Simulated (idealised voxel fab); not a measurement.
Title: Process Module voxel transistor to metal
The cross-section shown here is cut; it is 170 nm wide and divided into square cells measuring 5 nm on a side.
Throughout this document, each cross-section is represented as a grid of square cells and is presented as a sequence of bands enumerated from the top downward, where a band comprises one or more rows of cells. Top, bottom (nm), then materials left to right with widths (nm); lone material tagged "full width" fills the whole band edge to edge; "air" = empty space. Beneath 0, the wafer as received is one material, and that level is where height counting begins. The lowest band goes on downward without a bottom; it is written like "0..down". A width given as "30 to 40" starts at the first number in the band's top row and ends at the second number in its bottom row, shifting by an equal amount at every step from row to row. Step marked "no change occurred"? Then no cell in the cross-section changed in it. Listed in "Tabulated closed voids": every empty space of 8 or more cells without an open way to the top. Form: width x height at distance, the distance being from the left edge, all in nm. Text after the settings on a step's line: the simulator's own remark on that step. The line of a step may include "overlay nm". On a step with a mask, this value is how far to the right of its planned place the mask lay. A negative value means the mask lay to the left.
**Intended process steps**
1 RECEIVE: material Si
2 CONFORMAL_DEP: material SiO2, thk nm 5
3 CONFORMAL_DEP: material SiN, thk nm 15
4 MASKED_ETCH: tone cover, mask id ACTIVE, width nm 95, etch materials SiN, depth nm 15, overlay nm 0
5 MASKED_ETCH: tone cover, mask id ACTIVE, width nm 95, etch materials SiO2, depth nm 5, overlay nm 0
6 MASKED_ETCH: tone cover, mask id ACTIVE, width nm 95, etch materials Si, depth nm 20, overlay nm 0
7 OXIDIZE: depth nm 5
8 FILL_DEP: material SiO2, thk nm 15
9 CMP: height nm 20
10 SELECTIVE_ETCH: etch materials SiO2, depth nm 10
11 STRIP: etch materials SiN
12 SELECTIVE_ETCH: etch materials SiO2, depth nm 5
13 OXIDIZE: depth nm 5
14 DIRECTIONAL_DEP: material polySi, thk nm 30
15 DIRECTIONAL_DEP: material SiCN, thk nm 10
16 PATTERN: tone cover, mask id GATE, material resist, width nm 15, thk nm 20, overlay nm 0
17 DIRECTIONAL_ETCH: etch materials SiCN, depth nm 20
18 DIRECTIONAL_ETCH: etch materials polySi, depth nm 40
19 STRIP: etch materials resist
20 CONFORMAL_DEP: material SiN, thk nm 10
21 DIRECTIONAL_ETCH: etch materials SiN, depth nm 10
22 DIRECTIONAL_ETCH: etch materials SiO2, depth nm 5
23 DIRECTIONAL_ETCH: etch materials Si, depth nm 5
24 EPI: material pSi, thk nm 10
25 FILL_DEP: material SiO2, thk nm 5
26 CMP: height nm 40
27 DIRECTIONAL_DEP: material SiO2, thk nm 15
28 MASKED_ETCH: tone open, mask id CONTACT, width nm 15, pitch nm 60, etch materials SiO2, depth nm 55, overlay nm 0
29 CONFORMAL_DEP: material TiN, thk nm 5
30 FILL_DEP: material Ru, thk nm 10
31 CMP: height nm 55
32 CONFORMAL_DEP: material SiN, thk nm 5
33 DIRECTIONAL_DEP: material SiO2, thk nm 25
34 PATTERN: tone open, mask id METAL_1, material resist, width nm 15, pitch nm 60, thk nm 15, overlay nm 0
35 DIRECTIONAL_ETCH: etch materials SiO2, depth nm 25
36 DIRECTIONAL_ETCH: etch materials SiN, depth nm 5
37 STRIP: etch materials resist
38 CONFORMAL_DEP: material TiN, thk nm 5
39 FILL_DEP: material Cu, thk nm 5
40 CMP: height nm 85
41 CONFORMAL_DEP: material SiCN, thk nm 5
**Cross-section of the wafer as it came to us, i.e., already through step 1**
> 0..down  Si full width
> Tabulated closed voids: none
**Cross-section, first of two wafers, end of module, run as planned**
> 90..85  SiCN full width
> 85..60  SiO2 45 nm | TiN 5 nm | Cu 5 nm | TiN 5 nm | SiO2 45 nm | TiN 5 nm | Cu 5 nm | TiN 5 nm | SiO2 50 nm
> 60..55  SiN 45 nm | TiN 15 nm | SiN 45 nm | TiN 15 nm | SiN 50 nm
> 55..40  SiO2 45 nm | TiN 5 nm | Ru 5 nm | TiN 5 nm | SiO2 45 nm | TiN 5 nm | Ru 5 nm | TiN 5 nm | SiO2 50 nm
> 40..30  SiO2 45 nm | TiN 5 nm | Ru 5 nm | TiN 5 nm | SiO2 5 nm | SiN 10 nm | SiCN 15 nm | SiN 10 nm | SiO2 5 nm | TiN 5 nm | Ru 5 nm | TiN 5 nm | SiO2 50 nm
> 30..10  SiO2 45 nm | TiN 5 nm | Ru 5 nm | TiN 5 nm | SiO2 5 nm | SiN 10 nm | polySi 15 nm | SiN 10 nm | SiO2 5 nm | TiN 5 nm | Ru 5 nm | TiN 5 nm | SiO2 50 nm
> 10..5  SiO2 45 nm | TiN 15 nm | SiO2 5 nm | SiN 10 nm | polySi 15 nm | SiN 10 nm | SiO2 5 nm | TiN 15 nm | SiO2 50 nm
> 5..0  SiO2 30 nm | SiN 10 nm | SiO2 5 nm | TiN 10 nm | pSi 10 nm | SiN 10 nm | polySi 15 nm | SiN 10 nm | pSi 10 nm | TiN 10 nm | SiO2 5 nm | SiN 10 nm | SiO2 35 nm
> 0..-5  SiO2 40 nm | pSi 25 nm | SiO2 35 nm | pSi 25 nm | SiO2 45 nm
> -5..-10  SiO2 40 nm | pSi 25 nm | Si 35 nm | pSi 25 nm | SiO2 45 nm
> -10..-25  SiO2 40 nm | Si 85 nm | SiO2 45 nm
> -25..down  Si full width
> Tabulated closed voids: none
**Cross-section at end of module for the second wafer of two, which matched the first in starting point and plan and differed by one mistake in its processing**
> 90..85  SiCN full width
> 85..60  SiO2 45 nm | TiN 5 nm | Ru 5 nm | TiN 5 nm | SiO2 45 nm | TiN 5 nm | Ru 5 nm | TiN 5 nm | SiO2 50 nm
> 60..55  SiN 45 nm | TiN 15 nm | SiN 45 nm | TiN 15 nm | SiN 50 nm
> 55..40  SiO2 45 nm | TiN 5 nm | Ru 5 nm | TiN 5 nm | SiO2 45 nm | TiN 5 nm | Ru 5 nm | TiN 5 nm | SiO2 50 nm
> 40..30  SiO2 45 nm | TiN 5 nm | Ru 5 nm | TiN 5 nm | SiO2 5 nm | SiN 10 nm | SiCN 15 nm | SiN 10 nm | SiO2 5 nm | TiN 5 nm | Ru 5 nm | TiN 5 nm | SiO2 50 nm
> 30..10  SiO2 45 nm | TiN 5 nm | Ru 5 nm | TiN 5 nm | SiO2 5 nm | SiN 10 nm | polySi 15 nm | SiN 10 nm | SiO2 5 nm | TiN 5 nm | Ru 5 nm | TiN 5 nm | SiO2 50 nm
> 10..5  SiO2 45 nm | TiN 15 nm | SiO2 5 nm | SiN 10 nm | polySi 15 nm | SiN 10 nm | SiO2 5 nm | TiN 15 nm | SiO2 50 nm
> 5..0  SiO2 30 nm | SiN 10 nm | SiO2 5 nm | TiN 10 nm | pSi 10 nm | SiN 10 nm | polySi 15 nm | SiN 10 nm | pSi 10 nm | TiN 10 nm | SiO2 5 nm | SiN 10 nm | SiO2 35 nm
> 0..-5  SiO2 40 nm | pSi 25 nm | SiO2 35 nm | pSi 25 nm | SiO2 45 nm
> -5..-10  SiO2 40 nm | pSi 25 nm | Si 35 nm | pSi 25 nm | SiO2 45 nm
> -10..-25  SiO2 40 nm | Si 85 nm | SiO2 45 nm
> -25..down  Si full width
> Tabulated closed voids: none
Against the plan, the run slipped here: off-plan run, step 39, actual operation and settings FILL_DEP: material Ru, thk nm 5
The closing comparison, in cells, has the second wafer with more or fewer of some materials than the first: 10 fewer of Cu; 10 more of Ru
